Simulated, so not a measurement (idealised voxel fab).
voxel plated lines: a process module
For reference, the cross-section in this document is cut, with width 185 nm and square cells of 5 nm.
Bands, listed from the top down, are how a cross-section gets written in this document; the cross-section itself is a grid of square cells, and a band is one or more rows of them.
For a band, the entry starts with two heights in nm, that of the top and then that of the bottom, and carries on with the band's materials in order from left to right, each alongside its width in nm; the word "full width" beside a single material means it fills the band edge to edge, and "empty" means empty space.
Heights from 0 (as-received wafer is one material below). Bottom band endless downward, as "z 0 and below".
The two numbers in a width such as "30->40" mark its ends across the band: the first belongs to the top row of cells, the second to the bottom row, and from each row to the next the width moves by the same amount.
You'll sometimes find "same as before" written for a step, and that's the way of saying that nowhere in the cross-section did a cell change during that step.
Any empty space of 8 cells or more lacking an open way to the top shows up in "Sealed internal cavities" as width x height at distance, distance from the left edge, in nm.
Step line, after settings: the simulator's comment on this step.
Each step line may optionally specify "overlay nm", which for a step with a mask gives the rightward distance between the mask's planned place and where it lay, a negative value indicating the leftward direction.

### Intended process steps
1: RECEIVE, material Si
2: CONFORMAL_DEP, material Al2O3, thk nm 15
3: DIRECTIONAL_DEP, material TiN, thk nm 5
4: PATTERN, tone open, mask id LINES, material resist, width nm 25, pitch nm 55, thk nm 30, overlay nm 0
5: EPI, material Ru, thk nm 5
6: EPI, material Ru, thk nm 10
7: STRIP, etch materials resist
8: DIRECTIONAL_ETCH, etch materials TiN, depth nm 5
9: CONFORMAL_DEP, material SiN, thk nm 10

### as received, after step 1
	z 0 and below: Si full width
	Sealed internal cavities: none

### Module complete, cross-section. Starting point and plan per above. One mistake made in running the module
	z 45 to 35: empty=35, SiN=110, empty=40
	z 35 to 25: empty=35, SiN=10, Ru=35, SiN=20, Ru=35, SiN=10, empty=40
	z 25 to 20: SiN=45, Ru=35, SiN=20, Ru=35, SiN=50
	z 20 to 15: SiN=45, TiN=35, SiN=20, TiN=35, SiN=50
	z 15 to 0: Al2O3 full width
	z 0 and below: Si full width
	Sealed internal cavities: none
Against the plan, the run slipped here: planned and actual differ for step 4; actual: PATTERN, tone open, mask id LINES, material resist, width nm 35, pitch nm 55, thk nm 30, overlay nm 0
